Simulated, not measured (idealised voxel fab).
process module | voxel trench capacitor
cross-section cut | 295 nm wide | cells 5 nm
Heads up, the way a cross-section reads in here is a grid of square cells, handed over as bands from the top down, with every band being one or more rows of cells.
For a band, the entry starts with two heights in nm, that of the top and then that of the bottom, and carries on with the band's materials in order from left to right, each alongside its width in nm; the word "throughout" beside a single material means it fills the band edge to edge, and "blank" means empty space.
For the purposes of this specification, 0 denotes the height below which the wafer in its as-received condition is composed wholly of one material, and the lowermost band, lacking a lower limit, extends downward without end, as expressed in "0 nm and below".
A width such as "30->40" changes by the same amount from each row of cells to the next, from the band's top row to its bottom row.
No cell of the cross-section changed in a step that is given as "no change".
Look at "Fully sealed voids" for the closed voids: empty spaces with no open path to the top, sized 8 cells or up. Each is width x height at distance, distance from the left edge, all nm.
Where a step's line continues beyond its settings, the continuation is a remark by the simulator itself on that step.
overlay nm: right-of-plan distance of the mask on a masked step; negative values mean left-of-plan.
These are the steps we planned for the process
1) op RECEIVE | material Si
2) op CONFORMAL_DEP | material SiN | thk nm 10
3) op PATTERN | tone open | mask id TRENCH | material resist | width nm 15 | pitch nm 35 | thk nm 20 | overlay nm 0
4) op DIRECTIONAL_ETCH | etch materials SiN | depth nm 10
5) op DIRECTIONAL_ETCH | etch materials Si | depth nm 25
6) op STRIP | etch materials resist
7) op CONFORMAL_DEP | material Al2O3 | thk nm 5
8) op FILL_DEP | material polySi | thk nm 5
9) op CMP | height nm 10
Cross-section of the wafer as it came to us, i.e., already through step 1
  0 nm and below = Si throughout
  Fully sealed voids: none
Cross-sectional result after module completion. Note: starting condition and plan are unchanged from above; one processing mistake was made
  10 nm to 0 nm = 105 SiN | 5 Al2O3 | 5 polySi | 5 Al2O3 | 20 SiN | 5 Al2O3 | 5 polySi | 5 Al2O3 | 20 SiN | 5 Al2O3 | 5 polySi | 5 Al2O3 | 105 SiN
  0 nm to -30 nm = 105 Si | 5 Al2O3 | 5 polySi | 5 Al2O3 | 20 Si | 5 Al2O3 | 5 polySi | 5 Al2O3 | 20 Si | 5 Al2O3 | 5 polySi | 5 Al2O3 | 105 Si
  -30 nm to -35 nm = 105 Si | 15 Al2O3 | 20 Si | 15 Al2O3 | 20 Si | 15 Al2O3 | 105 Si
  -35 nm and below = Si throughout
  Fully sealed voids: none
Which mistake was made when the wafer was run? step 5 ran with different settings than intended, the actual operation and settings being op DIRECTIONAL_ETCH | etch materials Si | depth nm 35
